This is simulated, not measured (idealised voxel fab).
Process module name: voxel air gaps
Pictured: cross-section cut, 240 nm wide, on a grid of 5 nm square cells.
Cross-section format: a grid of square cells, given as bands from top to bottom; each band is one or more rows of cells.
Band: top height; bottom height; in nm. Then, left to right: material with width in nm, for each material. "edge to edge": a single material spanning edge to edge. "blank": empty space.
Heads up on the height convention: 0 is the point under which the incoming wafer is all one material, and the lowest band has no bottom, it just keeps going down, like "from 0 down".
Width spec "30->40" -> top row of cells at first value, bottom row at second value, equal per-row change in between.
"nothing changed" for a step: no cell of the cross-section changed in that step.
You'll see "Enclosed internal cavities" listing empty spaces that have no way open to the top, as long as they're 8 cells or more; the notation is width x height at distance, where the distance is from the left edge, and all of it is in nm.
Text after the settings on a step's line: the simulator's own remark on that step.
A step's line can hold "overlay nm"; with a mask on that step, the setting says how far right of the planned place the mask lay, while a negative setting says it lay to the left.

-- Steps in the process plan
- 1: RECEIVE: material Si
- 2: CONFORMAL_DEP: material SiO2, thk nm 15
- 3: CONFORMAL_DEP: material SiCN, thk nm 5
- 4: DIRECTIONAL_DEP: material SiO2, thk nm 40
- 5: PATTERN: tone open, mask id LINES, material resist, width nm 15, pitch nm 40, thk nm 20, overlay nm 0
- 6: DIRECTIONAL_ETCH: etch materials SiO2, depth nm 40
- 7: STRIP: etch materials resist
- 8: CONFORMAL_DEP: material TiN, thk nm 5
- 9: FILL_DEP: material Cu, thk nm 5
- 10: CMP: height nm 60
- 11: EPI: material Ru, thk nm 10
- 12: SELECTIVE_ETCH: etch materials SiO2, depth nm 50
- 13: CONFORMAL_DEP: material SiCN, thk nm 5
All wafers enter the flow in the same state. The thk nm at step 3 differs from wafer to wafer, and the plan gives the value for the first wafer.

-- As received, i.e. after step 1: cross-section through the first of several wafers
> from 0 down | Si edge to edge
> Enclosed internal cavities: none

-- Module finished, last step 13 done: cross-section of the first of several wafers
> from 75 to 70 | blank 35 nm  SiCN 165 nm  blank 40 nm
> from 70 to 60 | blank 35 nm  SiCN 5 nm  Ru 35 nm  SiCN 5 nm  Ru 35 nm  SiCN 5 nm  Ru 35 nm  SiCN 5 nm  Ru 35 nm  SiCN 5 nm  blank 40 nm
> from 60 to 55 | blank 35 nm  SiCN 15 nm  TiN 5 nm  Cu 5 nm  TiN 5 nm  SiCN 25 nm  TiN 5 nm  Cu 5 nm  TiN 5 nm  SiCN 25 nm  TiN 5 nm  Cu 5 nm  TiN 5 nm  SiCN 25 nm  TiN 5 nm  Cu 5 nm  TiN 5 nm  SiCN 15 nm  blank 40 nm
> from 55 to 25 | blank 45 nm  SiCN 5 nm  TiN 5 nm  Cu 5 nm  TiN 5 nm  SiCN 5 nm  blank 15 nm  SiCN 5 nm  TiN 5 nm  Cu 5 nm  TiN 5 nm  SiCN 5 nm  blank 15 nm  SiCN 5 nm  TiN 5 nm  Cu 5 nm  TiN 5 nm  SiCN 5 nm  blank 15 nm  SiCN 5 nm  TiN 5 nm  Cu 5 nm  TiN 5 nm  SiCN 5 nm  blank 50 nm
> from 25 to 20 | SiCN 50 nm  TiN 15 nm  SiCN 25 nm  TiN 15 nm  SiCN 25 nm  TiN 15 nm  SiCN 25 nm  TiN 15 nm  SiCN 55 nm
> from 20 to 15 | SiCN edge to edge
> from 15 to 0 | SiO2 edge to edge
> from 0 down | Si edge to edge
> Enclosed internal cavities: 15 x 30 at 70; 15 x 30 at 110; 15 x 30 at 150

-- Cross-section, last wafer, module completion
> from 75 to 70 | blank 35 nm  SiCN 165 nm  blank 40 nm
> from 70 to 60 | blank 35 nm  SiCN 5 nm  Ru 35 nm  SiCN 5 nm  Ru 35 nm  SiCN 5 nm  Ru 35 nm  SiCN 5 nm  Ru 35 nm  SiCN 5 nm  blank 40 nm
> from 60 to 55 | blank 35 nm  SiCN 15 nm  TiN 5 nm  Cu 5 nm  TiN 5 nm  SiCN 25 nm  TiN 5 nm  Cu 5 nm  TiN 5 nm  SiCN 25 nm  TiN 5 nm  Cu 5 nm  TiN 5 nm  SiCN 25 nm  TiN 5 nm  Cu 5 nm  TiN 5 nm  SiCN 15 nm  blank 40 nm
> from 55 to 40 | blank 45 nm  SiCN 5 nm  TiN 5 nm  Cu 5 nm  TiN 5 nm  SiCN 5 nm  blank 15 nm  SiCN 5 nm  TiN 5 nm  Cu 5 nm  TiN 5 nm  SiCN 5 nm  blank 15 nm  SiCN 5 nm  TiN 5 nm  Cu 5 nm  TiN 5 nm  SiCN 5 nm  blank 15 nm  SiCN 5 nm  TiN 5 nm  Cu 5 nm  TiN 5 nm  SiCN 5 nm  blank 50 nm
> from 40 to 35 | SiCN 50 nm  TiN 15 nm  SiCN 25 nm  TiN 15 nm  SiCN 25 nm  TiN 15 nm  SiCN 25 nm  TiN 15 nm  SiCN 55 nm
> from 35 to 15 | SiCN edge to edge
> from 15 to 0 | SiO2 edge to edge
> from 0 down | Si edge to edge
> Enclosed internal cavities: 15 x 15 at 70; 15 x 15 at 110; 15 x 15 at 150

-- So in this table every wafer gets its own row, and what you see is where it stands at the end of the module: for each material, how many cells it picked up (+) or gave up (-) since we received it, and after that its closed voids
thk nm 5; +28 Cu; +56 Ru; +196 SiCN; +144 SiO2; +68 TiN; Enclosed internal cavities: 15 x 30 at 70; 15 x 30 at 110; 15 x 30 at 150
thk nm 10; +24 Cu; +56 Ru; +236 SiCN; +144 SiO2; +60 TiN; Enclosed internal cavities: 15 x 25 at 70; 15 x 25 at 110; 15 x 25 at 150
thk nm 15; +20 Cu; +56 Ru; +276 SiCN; +144 SiO2; +52 TiN; Enclosed internal cavities: 15 x 20 at 70; 15 x 20 at 110; 15 x 20 at 150
thk nm 20; +16 Cu; +56 Ru; +316 SiCN; +144 SiO2; +44 TiN; Enclosed internal cavities: 15 x 15 at 70; 15 x 15 at 110; 15 x 15 at 150
